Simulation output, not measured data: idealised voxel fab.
process module | voxel self aligned contacts
cross-section cut | 205 nm wide | cells 5 nm
A cross-section is a grid of square cells, given in bands from the top down. A band is one or more rows of cells.
Each band's line starts with the height of the band's top and of its bottom, in nm. Then come its materials from left to right, each with its width in nm. One material with "throughout" fills the band from edge to edge. "air" is empty space.
Height 0 is the level under which the wafer as received is all one material. The lowest band goes on downwards, as in "0 down".
A width such as "30 to 40" changes by the same amount from each row of cells to the next, from the band's top row to its bottom row.
"no change" after a step means that no cell of the cross-section changed.
closed voids: empty space of 8 cells or more with no open way to the top, each as width x height at its distance from the left edge, in nm
after a step's settings: what the simulator itself notes on the step
overlay nm, on a step with a mask: how far to the right of its planned place the mask lay; to the left if negative
plan
1 op RECEIVE | material Si
2 op CONFORMAL_DEP | material SiO2 | thk nm 5
3 op DIRECTIONAL_DEP | material polySi | thk nm 20
4 op DIRECTIONAL_DEP | material SiN | thk nm 20
5 op MASKED_ETCH | tone cover | mask id GATE | width nm 35 | pitch nm 70 | etch materials SiN | depth nm 20 | overlay nm 0
6 op MASKED_ETCH | tone cover | mask id GATE | width nm 35 | pitch nm 70 | etch materials polySi | depth nm 20 | overlay nm 0
7 op CONFORMAL_DEP | material SiN | thk nm 10
8 op DIRECTIONAL_ETCH | etch materials SiN | depth nm 10
9 op FILL_DEP | material SiO2 | thk nm 10
10 op CMP | height nm 50
11 op PATTERN | tone open | mask id CONTACT | material resist | width nm 45 | pitch nm 70 | thk nm 20 | overlay nm 0
12 op DIRECTIONAL_ETCH | etch materials SiO2 | depth nm 50
13 op STRIP | etch materials resist
14 op CONFORMAL_DEP | material TiN | thk nm 5
15 op FILL_DEP | material Ru | thk nm 10
16 op CMP | height nm 50
17 op CONFORMAL_DEP | material SiCN | thk nm 5
as received, after step 1
  0 down: Si throughout
  closed voids: none
a wafer at the end: this start, this plan, one mistake
  45 to 40: SiCN throughout
  40 to 25: SiO2 5 | SiN 55 | TiN 5 | Ru 5 | TiN 5 | SiN 55 | TiN 5 | Ru 5 | TiN 5 | SiN 55 | SiO2 5
  25 to 5: SiO2 5 | SiN 10 | polySi 35 | SiN 10 | TiN 5 | Ru 5 | TiN 5 | SiN 10 | polySi 35 | SiN 10 | TiN 5 | Ru 5 | TiN 5 | SiN 10 | polySi 35 | SiN 10 | SiO2 5
  5 to 0: SiO2 60 | TiN 15 | SiO2 55 | TiN 15 | SiO2 60
  0 down: Si throughout
  closed voids: none
what went wrong: step 16 ran as: op CMP | height nm 40
